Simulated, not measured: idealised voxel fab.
This is a process module. Its name is voxel trench capacitor.
290 nm wide, 5 nm square cells: that's cross-section cut.
Cross-section layout: square cells on a grid; listed as bands, top to bottom; a band spans one or more cell rows. Top, bottom (nm), then materials left to right with widths (nm); lone material tagged "throughout" fills the whole band edge to edge; "empty" = empty space. Note: height 0 marks the level under which the wafer is uniformly one material as received. Lowest band unbounded below, written "0 -> down". Read "30->40" as a graded width: first number on top, second number at the bottom, same change between each pair of neighbouring rows. Step note "nothing was modified" = no cross-section cell changed. For the entry "Closed void entries", the listed items are empty spaces with no open way to the top whose size is 8 cells or more; each item follows the pattern width x height at distance, where distance is from the left edge and all three are in nm. What comes after the settings on a step's line is commentary from the simulator itself on that step. "overlay nm" answers the question of how far to the right of plan the mask lay on a step that has a mask, and when it is negative the answer is to the left.
Set out below are the planned steps of the process:
1,RECEIVE with material Si
2,CONFORMAL_DEP with material SiN, thk nm 5
3,DIRECTIONAL_DEP with material aC, thk nm 15
4,PATTERN with tone open, mask id TRENCH, material resist, width nm 20, pitch nm 35, thk nm 30, overlay nm 0
5,DIRECTIONAL_ETCH with etch materials aC, depth nm 15
6,STRIP with etch materials resist
7,DIRECTIONAL_ETCH with etch materials SiN, depth nm 5
8,DIRECTIONAL_ETCH with etch materials Si, depth nm 30
9,STRIP with etch materials aC
10,CONFORMAL_DEP with material Al2O3, thk nm 5
11,FILL_DEP with material polySi, thk nm 10
12,CMP with height nm 5
First wafer, two in total, run as planned:
Cross-section of the wafer as it came to us, i.e., already through step 1:
* 0 -> down  Si throughout
* Closed void entries: none
Presented here is a cross-section of the wafer after step 2 has been performed:
* 5 -> 0  SiN throughout
* Beneath the level 0, the cross-section is identical to its previous state.
Presented here is a cross-section of the wafer after step 3 has been performed:
* 20 -> 5  aC throughout
* Beneath the level 5, the cross-section is identical to its previous state.
Presented here is a cross-section of the wafer after step 4 has been performed:
* 50 -> 20  115 of resist  20 of empty  15 of resist  20 of empty  120 of resist
* Beneath the level 20, the cross-section is identical to its previous state.
Presented here is a cross-section of the wafer after step 5 has been performed:
* 35 -> 20  115 of resist  20 of empty  15 of resist  20 of empty  120 of resist
* 20 -> 5  115 of aC  20 of empty  15 of aC  20 of empty  120 of aC
* Beneath the level 5, the cross-section is identical to its previous state.
Presented here is a cross-section of the wafer after step 6 has been performed:
* 20 -> 5  115 of aC  20 of empty  15 of aC  20 of empty  120 of aC
* Beneath the level 5, the cross-section is identical to its previous state.
Presented here is a cross-section of the wafer after step 7 has been performed:
* 20 -> 5  115 of aC  20 of empty  15 of aC  20 of empty  120 of aC
* 5 -> 0  115 of SiN  20 of empty  15 of SiN  20 of empty  120 of SiN
* Beneath the level 0, the cross-section is identical to its previous state.
Presented here is a cross-section of the wafer after step 8 has been performed:
* 20 -> 5  115 of aC  20 of empty  15 of aC  20 of empty  120 of aC
* 5 -> 0  115 of SiN  20 of empty  15 of SiN  20 of empty  120 of SiN
* 0 -> -30  115 of Si  20 of empty  15 of Si  20 of empty  120 of Si
* Beneath the level -30, the cross-section is identical to its previous state.
Presented here is a cross-section of the wafer after step 9 has been performed:
* 5 -> 0  115 of SiN  20 of empty  15 of SiN  20 of empty  120 of SiN
* Beneath the level 0, the cross-section is identical to its previous state.
Presented here is a cross-section of the wafer after step 10 has been performed:
* 10 -> 5  120 of Al2O3  10 of empty  25 of Al2O3  10 of empty  125 of Al2O3
* 5 -> 0  115 of SiN  5 of Al2O3  10 of empty  5 of Al2O3  15 of SiN  5 of Al2O3  10 of empty  5 of Al2O3  120 of SiN
* 0 -> -25  115 of Si  5 of Al2O3  10 of empty  5 of Al2O3  15 of Si  5 of Al2O3  10 of empty  5 of Al2O3  120 of Si
* -25 -> -30  115 of Si  20 of Al2O3  15 of Si  20 of Al2O3  120 of Si
* Beneath the level -30, the cross-section is identical to its previous state.
Presented here is a cross-section of the wafer after step 11 has been performed:
* 20 -> 10  polySi throughout
* 10 -> 5  120 of Al2O3  10 of polySi  25 of Al2O3  10 of polySi  125 of Al2O3
* 5 -> 0  115 of SiN  5 of Al2O3  10 of polySi  5 of Al2O3  15 of SiN  5 of Al2O3  10 of polySi  5 of Al2O3  120 of SiN
* 0 -> -25  115 of Si  5 of Al2O3  10 of polySi  5 of Al2O3  15 of Si  5 of Al2O3  10 of polySi  5 of Al2O3  120 of Si
* Beneath the level -25, the cross-section is identical to its previous state.
Presented here is a cross-section of the wafer after step 12 has been performed:
* 5 -> 0  115 of SiN  5 of Al2O3  10 of polySi  5 of Al2O3  15 of SiN  5 of Al2O3  10 of polySi  5 of Al2O3  120 of SiN
* Beneath the level 0, the cross-section is identical to its previous state.
Companion wafer, the second of two: same beginning, same intended sequence, one mistake in carrying it out; through step 3 inclusive it tracks the first exactly:
Look at the second wafer in cross-section at the time step 4 ought to have finished:
* 50 -> 20  120 of resist  15 of empty  20 of resist  15 of empty  120 of resist
* Beneath the level 20, the cross-section is identical to its previous state.
Look at the second wafer in cross-section at the time step 5 ought to have finished:
* 35 -> 20  120 of resist  15 of empty  20 of resist  15 of empty  120 of resist
* 20 -> 5  120 of aC  15 of empty  20 of aC  15 of empty  120 of aC
* Beneath the level 5, the cross-section is identical to its previous state.
Look at the second wafer in cross-section at the time step 6 ought to have finished:
* 20 -> 5  120 of aC  15 of empty  20 of aC  15 of empty  120 of aC
* Beneath the level 5, the cross-section is identical to its previous state.
Look at the second wafer in cross-section at the time step 7 ought to have finished:
* 20 -> 5  120 of aC  15 of empty  20 of aC  15 of empty  120 of aC
* 5 -> 0  120 of SiN  15 of empty  20 of SiN  15 of empty  120 of SiN
* Beneath the level 0, the cross-section is identical to its previous state.
Look at the second wafer in cross-section at the time step 8 ought to have finished:
* 20 -> 5  120 of aC  15 of empty  20 of aC  15 of empty  120 of aC
* 5 -> 0  120 of SiN  15 of empty  20 of SiN  15 of empty  120 of SiN
* 0 -> -30  120 of Si  15 of empty  20 of Si  15 of empty  120 of Si
* Beneath the level -30, the cross-section is identical to its previous state.
Look at the second wafer in cross-section at the time step 9 ought to have finished:
* 5 -> 0  120 of SiN  15 of empty  20 of SiN  15 of empty  120 of SiN
* Beneath the level 0, the cross-section is identical to its previous state.
Look at the second wafer in cross-section at the time step 10 ought to have finished:
* 10 -> 5  125 of Al2O3  5 of empty  30 of Al2O3  5 of empty  125 of Al2O3
* 5 -> 0  120 of SiN  5 of Al2O3  5 of empty  5 of Al2O3  20 of SiN  5 of Al2O3  5 of empty  5 of Al2O3  120 of SiN
* 0 -> -25  120 of Si  5 of Al2O3  5 of empty  5 of Al2O3  20 of Si  5 of Al2O3  5 of empty  5 of Al2O3  120 of Si
* -25 -> -30  120 of Si  15 of Al2O3  20 of Si  15 of Al2O3  120 of Si
* Beneath the level -30, the cross-section is identical to its previous state.
Look at the second wafer in cross-section at the time step 11 ought to have finished:
* 20 -> 10  polySi throughout
* 10 -> 5  125 of Al2O3  5 of polySi  30 of Al2O3  5 of polySi  125 of Al2O3
* 5 -> 0  120 of SiN  5 of Al2O3  5 of polySi  5 of Al2O3  20 of SiN  5 of Al2O3  5 of polySi  5 of Al2O3  120 of SiN
* 0 -> -25  120 of Si  5 of Al2O3  5 of polySi  5 of Al2O3  20 of Si  5 of Al2O3  5 of polySi  5 of Al2O3  120 of Si
* Beneath the level -25, the cross-section is identical to its previous state.
Look at the second wafer in cross-section at the time step 12 ought to have finished:
* 5 -> 0  120 of SiN  5 of Al2O3  5 of polySi  5 of Al2O3  20 of SiN  5 of Al2O3  5 of polySi  5 of Al2O3  120 of SiN
* Beneath the level 0, the cross-section is identical to its previous state.
Nonconformance to the process plan: step 4 was not run as planned; what actually ran was PATTERN with tone open, mask id TRENCH, material resist, width nm 15, pitch nm 35, thk nm 30, overlay nm 0
Materials where the second wafer ends with more or fewer cells than the first: -2 Al2O3 | +12 Si | +2 SiN | -12 polySi
